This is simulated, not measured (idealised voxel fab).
Herein follows the process module entitled voxel wiring stack.
Section shown: cut. Width: 235 nm. Cell size: 5 nm, square.
Square cells in a grid make up a cross-section in this document, and the grid is given as bands, listed from the top down, each one or more rows of cells.
A band entry consists of two parts. The first gives the height of the band's top and the height of its bottom, in nm. The rest lists the band's materials from left to right, each with its width in nm. A single material labelled with the word "throughout" fills the band from edge to edge, and the word "empty" marks empty space.
Heights are expressed relative to 0, this being the level below which the as-received wafer comprises one material exclusively. The lowest band is unbounded in the downward direction and is denoted as in "0 and below".
The expression "30..40" gives the width at the extremes of the band, the first number at its top row of cells and the second at its bottom row, with the width changing by equal amounts from each row to the next in between.
For the purposes of this document, the phrase "no change occurred" attached to a step denotes that no cell within the cross-section was modified by that step.
If an empty space has no open way to the top and is at least 8 cells in size, "Closed internal cavities" lists it, written width x height at distance, where distance is measured from the left edge and every value is in nm.
On a step's line, text after the settings is the simulator commenting on that step.
"overlay nm" on a masked step: distance the mask lay right of its planned place, negative for left.

**Set out below are the planned steps of the process**
1) RECEIVE,material Si
2) CONFORMAL_DEP,material SiO2,thk nm 15
3) CONFORMAL_DEP,material SiCN,thk nm 5
4) DIRECTIONAL_DEP,material SiO2,thk nm 20
5) PATTERN,tone open,mask id METAL_1,material resist,width nm 20,pitch nm 40,thk nm 20,overlay nm 0
6) DIRECTIONAL_ETCH,etch materials SiO2,depth nm 20
7) DIRECTIONAL_ETCH,etch materials SiCN,depth nm 5
8) STRIP,etch materials resist
9) CONFORMAL_DEP,material TiN,thk nm 5
10) FILL_DEP,material Ru,thk nm 10
11) CMP,height nm 40
12) EPI,material Ru,thk nm 5
13) FILL_DEP,material SiCN,thk nm 5
14) DIRECTIONAL_DEP,material lowk,thk nm 35
15) DIRECTIONAL_DEP,material aC,thk nm 10
16) PATTERN,tone open,mask id METAL_2,material resist,width nm 20,pitch nm 40,thk nm 25,overlay nm 0
17) DIRECTIONAL_ETCH,etch materials aC,depth nm 10
18) STRIP,etch materials resist
19) DIRECTIONAL_ETCH,etch materials lowk,depth nm 20
20) STRIP,etch materials aC
21) PATTERN,tone open,mask id METAL_2_HOLES,material resist,width nm 15,pitch nm 80,thk nm 20,overlay nm 0
22) DIRECTIONAL_ETCH,etch materials lowk,depth nm 15
23) DIRECTIONAL_ETCH,etch materials SiCN,depth nm 5
24) STRIP,etch materials resist
25) CONFORMAL_DEP,material TiN,thk nm 5
26) FILL_DEP,material Cu,thk nm 5
27) CMP,height nm 85
28) CONFORMAL_DEP,material SiCN,thk nm 5
29) DIRECTIONAL_DEP,material lowk,thk nm 10
30) MASKED_ETCH,tone open,mask id PLUG_2,width nm 15,pitch nm 40,etch materials lowk,depth nm 10,overlay nm 0
31) MASKED_ETCH,tone open,mask id PLUG_2,width nm 15,pitch nm 40,etch materials SiCN,depth nm 5,overlay nm 0
32) CONFORMAL_DEP,material TiN,thk nm 5
33) FILL_DEP,material Ru,thk nm 10
34) CMP,height nm 100
35) DIRECTIONAL_DEP,material TiN,thk nm 5
36) DIRECTIONAL_DEP,material Ru,thk nm 15
37) MASKED_ETCH,tone cover,mask id METAL_3,width nm 20,pitch nm 40,etch materials Ru,depth nm 15,overlay nm 0
38) MASKED_ETCH,tone cover,mask id METAL_3,width nm 20,pitch nm 40,etch materials TiN,depth nm 5,overlay nm 0
39) FILL_DEP,material SiO2,thk nm 10
40) CMP,height nm 120
41) CONFORMAL_DEP,material SiCN,thk nm 5
42) DIRECTIONAL_DEP,material lowk,thk nm 10
43) DIRECTIONAL_DEP,material aC,thk nm 15
44) PATTERN,tone open,mask id PLUG_3,material resist,width nm 15,pitch nm 80,thk nm 35,overlay nm 0
45) DIRECTIONAL_ETCH,etch materials aC,depth nm 15
46) STRIP,etch materials resist
47) DIRECTIONAL_ETCH,etch materials lowk,depth nm 10
48) DIRECTIONAL_ETCH,etch materials SiCN,depth nm 5
49) STRIP,etch materials aC
50) CONFORMAL_DEP,material TiN,thk nm 5
51) FILL_DEP,material Ru,thk nm 10
52) CMP,height nm 135
53) CONFORMAL_DEP,material SiCN,thk nm 5
54) DIRECTIONAL_DEP,material SiO2,thk nm 15
55) PATTERN,tone open,mask id METAL_4,material resist,width nm 20,pitch nm 40,thk nm 15,overlay nm 0
56) DIRECTIONAL_ETCH,etch materials SiO2,depth nm 15
57) DIRECTIONAL_ETCH,etch materials SiCN,depth nm 5
58) STRIP,etch materials resist
59) CONFORMAL_DEP,material TiN,thk nm 5
60) FILL_DEP,material Cu,thk nm 5
61) CMP,height nm 155
62) CONFORMAL_DEP,material SiN,thk nm 5

**This is the cross-section of the wafer as we received it, i.e. after step 1**
	0 and below = Si throughout
	Closed internal cavities: none

**Module complete - cross-section of the first of two wafers, run according to plan**
	160 down to 155 = SiN throughout
	155 down to 140 = SiO2: 45 / TiN: 5 / Cu: 10 / TiN: 5 / SiO2: 20 / TiN: 5 / Cu: 10 / TiN: 5 / SiO2: 20 / TiN: 5 / Cu: 10 / TiN: 5 / SiO2: 20 / TiN: 5 / Cu: 10 / TiN: 5 / SiO2: 50
	140 down to 135 = SiCN: 45 / TiN: 20 / SiCN: 20 / TiN: 20 / SiCN: 20 / TiN: 20 / SiCN: 20 / TiN: 20 / SiCN: 50
	135 down to 125 = lowk: 45 / TiN: 5 / Ru: 5 / TiN: 5 / lowk: 65 / TiN: 5 / Ru: 5 / TiN: 5 / lowk: 95
	125 down to 120 = SiCN: 45 / TiN: 15 / SiCN: 65 / TiN: 15 / SiCN: 95
	120 down to 105 = SiO2: 45 / Ru: 20 / SiO2: 20 / Ru: 20 / SiO2: 20 / Ru: 20 / SiO2: 20 / Ru: 20 / SiO2: 50
	105 down to 100 = SiO2: 45 / TiN: 20 / SiO2: 20 / TiN: 20 / SiO2: 20 / TiN: 20 / SiO2: 20 / TiN: 20 / SiO2: 50
	100 down to 90 = lowk: 45 / TiN: 5 / Ru: 5 / TiN: 5 / lowk: 25 / TiN: 5 / Ru: 5 / TiN: 5 / lowk: 25 / TiN: 5 / Ru: 5 / TiN: 5 / lowk: 25 / TiN: 5 / Ru: 5 / TiN: 5 / lowk: 55
	90 down to 85 = SiCN: 45 / TiN: 15 / SiCN: 25 / TiN: 15 / SiCN: 25 / TiN: 15 / SiCN: 25 / TiN: 15 / SiCN: 55
	85 down to 70 = lowk: 45 / TiN: 5 / Cu: 10 / TiN: 5 / lowk: 20 / TiN: 5 / Cu: 10 / TiN: 5 / lowk: 20 / TiN: 5 / Cu: 10 / TiN: 5 / lowk: 20 / TiN: 5 / Cu: 10 / TiN: 5 / lowk: 50
	70 down to 65 = lowk: 45 / TiN: 5 / Cu: 5 / TiN: 10 / lowk: 20 / TiN: 20 / lowk: 20 / TiN: 5 / Cu: 5 / TiN: 10 / lowk: 20 / TiN: 20 / lowk: 50
	65 down to 50 = lowk: 45 / TiN: 5 / Cu: 5 / TiN: 5 / lowk: 65 / TiN: 5 / Cu: 5 / TiN: 5 / lowk: 95
	50 down to 45 = SiCN: 45 / TiN: 15 / SiCN: 65 / TiN: 15 / SiCN: 95
	45 down to 40 = SiCN: 40 / Ru: 30 / SiCN: 10 / Ru: 30 / SiCN: 10 / Ru: 30 / SiCN: 10 / Ru: 30 / SiCN: 45
	40 down to 20 = SiO2: 45 / TiN: 5 / Ru: 10 / TiN: 5 / SiO2: 20 / TiN: 5 / Ru: 10 / TiN: 5 / SiO2: 20 / TiN: 5 / Ru: 10 / TiN: 5 / SiO2: 20 / TiN: 5 / Ru: 10 / TiN: 5 / SiO2: 50
	20 down to 15 = SiCN: 45 / TiN: 20 / SiCN: 20 / TiN: 20 / SiCN: 20 / TiN: 20 / SiCN: 20 / TiN: 20 / SiCN: 50
	15 down to 0 = SiO2 throughout
	0 and below = Si throughout
	Closed internal cavities: none

**Same start, same plan as the first wafer - but one mistake in the run. Cross-section of the second of the two at the end of the module**
	160 down to 155 = SiN throughout
	155 down to 140 = SiO2: 45 / TiN: 5 / Cu: 10 / TiN: 5 / SiO2: 20 / TiN: 5 / Cu: 10 / TiN: 5 / SiO2: 20 / TiN: 5 / Cu: 10 / TiN: 5 / SiO2: 20 / TiN: 5 / Cu: 10 / TiN: 5 / SiO2: 50
	140 down to 135 = SiCN: 45 / TiN: 20 / SiCN: 20 / TiN: 20 / SiCN: 20 / TiN: 20 / SiCN: 20 / TiN: 20 / SiCN: 50
	135 down to 125 = lowk: 45 / TiN: 5 / Ru: 5 / TiN: 5 / lowk: 65 / TiN: 5 / Ru: 5 / TiN: 5 / lowk: 95
	125 down to 120 = SiCN: 45 / TiN: 15 / SiCN: 65 / TiN: 15 / SiCN: 95
	120 down to 105 = SiO2: 45 / Ru: 20 / SiO2: 20 / Ru: 20 / SiO2: 20 / Ru: 20 / SiO2: 20 / Ru: 20 / SiO2: 50
	105 down to 100 = SiO2: 45 / TiN: 20 / SiO2: 20 / TiN: 20 / SiO2: 20 / TiN: 20 / SiO2: 20 / TiN: 20 / SiO2: 50
	100 down to 95 = SiCN: 45 / TiN: 15 / SiCN: 25 / TiN: 15 / SiCN: 25 / TiN: 15 / SiCN: 25 / TiN: 15 / SiCN: 55
	95 down to 85 = lowk throughout
	85 down to 70 = lowk: 45 / TiN: 5 / Cu: 10 / TiN: 5 / lowk: 20 / TiN: 5 / Cu: 10 / TiN: 5 / lowk: 20 / TiN: 5 / Cu: 10 / TiN: 5 / lowk: 20 / TiN: 5 / Cu: 10 / TiN: 5 / lowk: 50
	70 down to 65 = lowk: 45 / TiN: 5 / Cu: 5 / TiN: 10 / lowk: 20 / TiN: 20 / lowk: 20 / TiN: 5 / Cu: 5 / TiN: 10 / lowk: 20 / TiN: 20 / lowk: 50
	65 down to 50 = lowk: 45 / TiN: 5 / Cu: 5 / TiN: 5 / lowk: 65 / TiN: 5 / Cu: 5 / TiN: 5 / lowk: 95
	50 down to 45 = SiCN: 45 / TiN: 15 / SiCN: 65 / TiN: 15 / SiCN: 95
	45 down to 40 = SiCN: 40 / Ru: 30 / SiCN: 10 / Ru: 30 / SiCN: 10 / Ru: 30 / SiCN: 10 / Ru: 30 / SiCN: 45
	40 down to 20 = SiO2: 45 / TiN: 5 / Ru: 10 / TiN: 5 / SiO2: 20 / TiN: 5 / Ru: 10 / TiN: 5 / SiO2: 20 / TiN: 5 / Ru: 10 / TiN: 5 / SiO2: 20 / TiN: 5 / Ru: 10 / TiN: 5 / SiO2: 50
	20 down to 15 = SiCN: 45 / TiN: 20 / SiCN: 20 / TiN: 20 / SiCN: 20 / TiN: 20 / SiCN: 20 / TiN: 20 / SiCN: 50
	15 down to 0 = SiO2 throughout
	0 and below = Si throughout
	Closed internal cavities: none
Nonconformance to the process plan: mixed up steps 28 and 29 - ran each in the other's place
Final wafer comparison in cells, second versus first, more or fewer per material: Ru: 8 fewer, TiN: 16 fewer, lowk: 24 more
